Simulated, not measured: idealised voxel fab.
process module | voxel self aligned contacts
cross-section cut | 230 nm wide | cells 5 nm
A cross-section is a grid of square cells, given in bands from the top down. A band is one or more rows of cells.
Each band's line starts with the height of the band's top and of its bottom, in nm. Then come its materials from left to right, each with its width in nm. One material with "throughout" fills the band from edge to edge. "air" is empty space.
Height 0 is the level under which the wafer as received is all one material. The lowest band goes on downwards, as in "0 down".
A width such as "30 to 40" changes by the same amount from each row of cells to the next, from the band's top row to its bottom row.
"no change" after a step means that no cell of the cross-section changed.
closed voids: empty space of 8 cells or more with no open way to the top, each as width x height at its distance from the left edge, in nm
after a step's settings: what the simulator itself notes on the step
overlay nm, on a step with a mask: how far to the right of its planned place the mask lay; to the left if negative
plan
1 op RECEIVE | material Si
2 op CONFORMAL_DEP | material SiO2 | thk nm 5
3 op DIRECTIONAL_DEP | material polySi | thk nm 30
4 op DIRECTIONAL_DEP | material SiN | thk nm 20
5 op PATTERN | tone cover | mask id GATE | material resist | width nm 35 | pitch nm 60 | thk nm 15 | overlay nm 0
6 op DIRECTIONAL_ETCH | etch materials SiN | depth nm 20
7 op DIRECTIONAL_ETCH | etch materials polySi | depth nm 30
8 op STRIP | etch materials resist
9 op CONFORMAL_DEP | material SiN | thk nm 5
10 op DIRECTIONAL_ETCH | etch materials SiN | depth nm 5
11 op FILL_DEP | material SiO2 | thk nm 20
12 op CMP | height nm 65
13 op PATTERN | tone open | mask id CONTACT | material resist | width nm 35 | thk nm 15 | overlay nm 0
14 op DIRECTIONAL_ETCH | etch materials SiO2 | depth nm 65
15 op STRIP | etch materials resist
16 op CONFORMAL_DEP | material TiN | thk nm 5
17 op FILL_DEP | material Ru | thk nm 10
18 op CMP | height nm 65
19 op CONFORMAL_DEP | material SiCN | thk nm 5
first wafer, as planned
as received, after step 1
  0 down: Si throughout
  closed voids: none
after step 2
  5 to 0: SiO2 throughout
  below 0: unchanged
after step 3
  35 to 5: polySi throughout
  below 5: unchanged
after step 4
  55 to 35: SiN throughout
  below 35: unchanged
after step 5
  70 to 55: air 65 | resist 35 | air 25 | resist 35 | air 70
  below 55: unchanged
after step 6
  70 to 55: air 65 | resist 35 | air 25 | resist 35 | air 70
  55 to 35: air 65 | SiN 35 | air 25 | SiN 35 | air 70
  below 35: unchanged
after step 7
  70 to 55: air 65 | resist 35 | air 25 | resist 35 | air 70
  55 to 35: air 65 | SiN 35 | air 25 | SiN 35 | air 70
  35 to 5: air 65 | polySi 35 | air 25 | polySi 35 | air 70
  below 5: unchanged
after step 8
  55 to 35: air 65 | SiN 35 | air 25 | SiN 35 | air 70
  below 35: unchanged
after step 9
  60 to 35: air 60 | SiN 45 | air 15 | SiN 45 | air 65
  35 to 10: air 60 | SiN 5 | polySi 35 | SiN 5 | air 15 | SiN 5 | polySi 35 | SiN 5 | air 65
  10 to 5: SiN 65 | polySi 35 | SiN 25 | polySi 35 | SiN 70
  below 5: unchanged
after step 10
  55 to 35: air 60 | SiN 45 | air 15 | SiN 45 | air 65
  35 to 5: air 60 | SiN 5 | polySi 35 | SiN 5 | air 15 | SiN 5 | polySi 35 | SiN 5 | air 65
  below 5: unchanged
after step 11
  75 to 55: SiO2 throughout
  55 to 35: SiO2 60 | SiN 45 | SiO2 15 | SiN 45 | SiO2 65
  35 to 5: SiO2 60 | SiN 5 | polySi 35 | SiN 5 | SiO2 15 | SiN 5 | polySi 35 | SiN 5 | SiO2 65
  below 5: unchanged
after step 12
  65 to 55: SiO2 throughout
  below 55: unchanged
after step 13
  80 to 65: resist 95 | air 35 | resist 100
  below 65: unchanged
after step 14
  80 to 65: resist 95 | air 35 | resist 100
  65 to 55: SiO2 95 | air 35 | SiO2 100
  55 to 35: SiO2 60 | SiN 45 | air 15 | SiN 45 | SiO2 65
  35 to 5: SiO2 60 | SiN 5 | polySi 35 | SiN 5 | air 15 | SiN 5 | polySi 35 | SiN 5 | SiO2 65
  5 to 0: SiO2 105 | air 15 | SiO2 110
  below 0: unchanged
after step 15
  65 to 55: SiO2 95 | air 35 | SiO2 100
  below 55: unchanged
after step 16
  70 to 65: TiN 100 | air 25 | TiN 105
  65 to 55: SiO2 95 | TiN 5 to 15 | air 25 to 5 | TiN 5 to 15 | SiO2 100
  55 to 35: SiO2 60 | SiN 45 | TiN 5 | air 5 | TiN 5 | SiN 45 | SiO2 65
  35 to 5: SiO2 60 | SiN 5 | polySi 35 | SiN 5 | TiN 5 | air 5 | TiN 5 | SiN 5 | polySi 35 | SiN 5 | SiO2 65
  5 to 0: SiO2 105 | TiN 15 | SiO2 110
  below 0: unchanged
after step 17
  80 to 70: Ru throughout
  70 to 65: TiN 100 | Ru 25 | TiN 105
  65 to 55: SiO2 95 | TiN 5 to 15 | Ru 25 to 5 | TiN 5 to 15 | SiO2 100
  55 to 35: SiO2 60 | SiN 45 | TiN 5 | Ru 5 | TiN 5 | SiN 45 | SiO2 65
  35 to 5: SiO2 60 | SiN 5 | polySi 35 | SiN 5 | TiN 5 | Ru 5 | TiN 5 | SiN 5 | polySi 35 | SiN 5 | SiO2 65
  below 5: unchanged
after step 18
  65 to 55: SiO2 95 | TiN 5 to 15 | Ru 25 to 5 | TiN 5 to 15 | SiO2 100
  below 55: unchanged
after step 19
  70 to 65: SiCN throughout
  below 65: unchanged
second wafer: like start, like plan, one mistake. Through step 4 it matches the first wafer
when step 5 should have ended
  70 to 55: air 60 | resist 45 | air 15 | resist 45 | air 65
  below 55: unchanged
when step 6 should have ended
  70 to 55: air 60 | resist 45 | air 15 | resist 45 | air 65
  55 to 35: air 60 | SiN 45 | air 15 | SiN 45 | air 65
  below 35: unchanged
when step 7 should have ended
  70 to 55: air 60 | resist 45 | air 15 | resist 45 | air 65
  55 to 35: air 60 | SiN 45 | air 15 | SiN 45 | air 65
  35 to 5: air 60 | polySi 45 | air 15 | polySi 45 | air 65
  below 5: unchanged
when step 8 should have ended
  55 to 35: air 60 | SiN 45 | air 15 | SiN 45 | air 65
  below 35: unchanged
when step 9 should have ended
  60 to 35: air 55 | SiN 55 | air 5 | SiN 55 | air 60
  35 to 10: air 55 | SiN 5 | polySi 45 | SiN 5 | air 5 | SiN 5 | polySi 45 | SiN 5 | air 60
  10 to 5: SiN 60 | polySi 45 | SiN 15 | polySi 45 | SiN 65
  below 5: unchanged
when step 10 should have ended
  55 to 35: air 55 | SiN 55 | air 5 | SiN 55 | air 60
  35 to 5: air 55 | SiN 5 | polySi 45 | SiN 5 | air 5 | SiN 5 | polySi 45 | SiN 5 | air 60
  below 5: unchanged
when step 11 should have ended
  75 to 55: SiO2 throughout
  55 to 35: SiO2 55 | SiN 55 | SiO2 5 | SiN 55 | SiO2 60
  35 to 5: SiO2 55 | SiN 5 | polySi 45 | SiN 5 | SiO2 5 | SiN 5 | polySi 45 | SiN 5 | SiO2 60
  below 5: unchanged
when step 12 should have ended
  65 to 55: SiO2 throughout
  below 55: unchanged
when step 13 should have ended
  80 to 65: resist 95 | air 35 | resist 100
  below 65: unchanged
when step 14 should have ended
  80 to 65: resist 95 | air 35 | resist 100
  65 to 55: SiO2 95 | air 35 | SiO2 100
  55 to 35: SiO2 55 | SiN 55 | air 5 | SiN 55 | SiO2 60
  35 to 5: SiO2 55 | SiN 5 | polySi 45 | SiN 5 | air 5 | SiN 5 | polySi 45 | SiN 5 | SiO2 60
  5 to 0: SiO2 110 | air 5 | SiO2 115
  below 0: unchanged
when step 15 should have ended
  65 to 55: SiO2 95 | air 35 | SiO2 100
  below 55: unchanged
when step 16 should have ended
  70 to 65: TiN 100 | air 25 | TiN 105
  65 to 60: SiO2 95 | TiN 5 | air 25 | TiN 5 | SiO2 100
  60 to 55: SiO2 95 | TiN 35 | SiO2 100
  55 to 35: SiO2 55 | SiN 55 | TiN 5 | SiN 55 | SiO2 60
  35 to 5: SiO2 55 | SiN 5 | polySi 45 | SiN 5 | TiN 5 | SiN 5 | polySi 45 | SiN 5 | SiO2 60
  5 to 0: SiO2 110 | TiN 5 | SiO2 115
  below 0: unchanged
when step 17 should have ended
  80 to 70: Ru throughout
  70 to 65: TiN 100 | Ru 25 | TiN 105
  65 to 60: SiO2 95 | TiN 5 | Ru 25 | TiN 5 | SiO2 100
  below 60: unchanged
when step 18 should have ended
  65 to 60: SiO2 95 | TiN 5 | Ru 25 | TiN 5 | SiO2 100
  below 60: unchanged
when step 19 should have ended
  70 to 65: SiCN throughout
  below 65: unchanged
what went wrong: step 5 ran as: op PATTERN | tone cover | mask id GATE | material resist | width nm 45 | pitch nm 60 | thk nm 15 | overlay nm 0
at the end the second wafer has, in cells: 11 fewer of Ru | 16 more of SiN | 18 fewer of SiO2 | 11 fewer of TiN | 24 more of polySi
